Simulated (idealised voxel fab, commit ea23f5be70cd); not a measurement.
process module | voxel fin reveal
cross-section cut | 260 nm wide | cells 5 nm
A cross-section is a grid of square cells, given in bands from the top down. A band is one or more rows of cells.
Each band's line starts with the height of the band's top and of its bottom, in nm. Then come its materials from left to right, each with its width in nm. One material with "throughout" fills the band from edge to edge. "air" is empty space.
Height 0 is the level under which the wafer as received is all one material. The lowest band goes on downwards, as in "0 down".
A width such as "30 to 40" changes by the same amount from each row of cells to the next, from the band's top row to its bottom row.
"no change" after a step means that no cell of the cross-section changed.
closed voids: empty space of 8 cells or more with no open way to the top, each as width x height at its distance from the left edge, in nm
after a step's settings: what the simulator itself notes on the step
overlay nm, on a step with a mask: how far to the right of its planned place the mask lay; to the left if negative
plan
1 op RECEIVE | material Si
2 op CONFORMAL_DEP | material SiN | thk nm 5
3 op PATTERN | tone cover | mask id FINS | material resist | width nm 15 | pitch nm 35 | thk nm 20 | overlay nm 0
4 op DIRECTIONAL_ETCH | etch materials SiN | depth nm 10
5 op DIRECTIONAL_ETCH | etch materials Si | depth nm 30
6 op STRIP | etch materials resist
7 op OXIDIZE | depth nm 5
8 op FILL_DEP | material SiO2 | thk nm 10
9 op CMP | height nm 10
10 op SELECTIVE_ETCH | etch materials SiO2 | depth nm 25
11 op STRIP | etch materials SiN
varied across the wafers: thk nm of step 2. The plan shows the first wafer's value. All wafers start alike
first wafer as received, after step 1
  0 down: Si throughout
  closed voids: none
first wafer at the end, after step 11
  0 to -15: air 75 | Si 5 | air 30 | Si 5 | air 30 | Si 5 | air 30 | Si 5 | air 75
  -15 to -35: SiO2 75 | Si 5 | SiO2 30 | Si 5 | SiO2 30 | Si 5 | SiO2 30 | Si 5 | SiO2 75
  -35 down: Si throughout
  closed voids: none
last wafer at the end
  0 down: Si throughout
  closed voids: none
each wafer at the end: cells of each material gained (+) or lost (-) since it was received, then its closed voids
thk nm 5 | -336 Si | +192 SiO2 | closed voids: none
thk nm 10 | -336 Si | +192 SiO2 | closed voids: none
thk nm 15 | no cell changed | closed voids: none
thk nm 20 | no cell changed | closed voids: none
thk nm 25 | no cell changed | closed voids: none
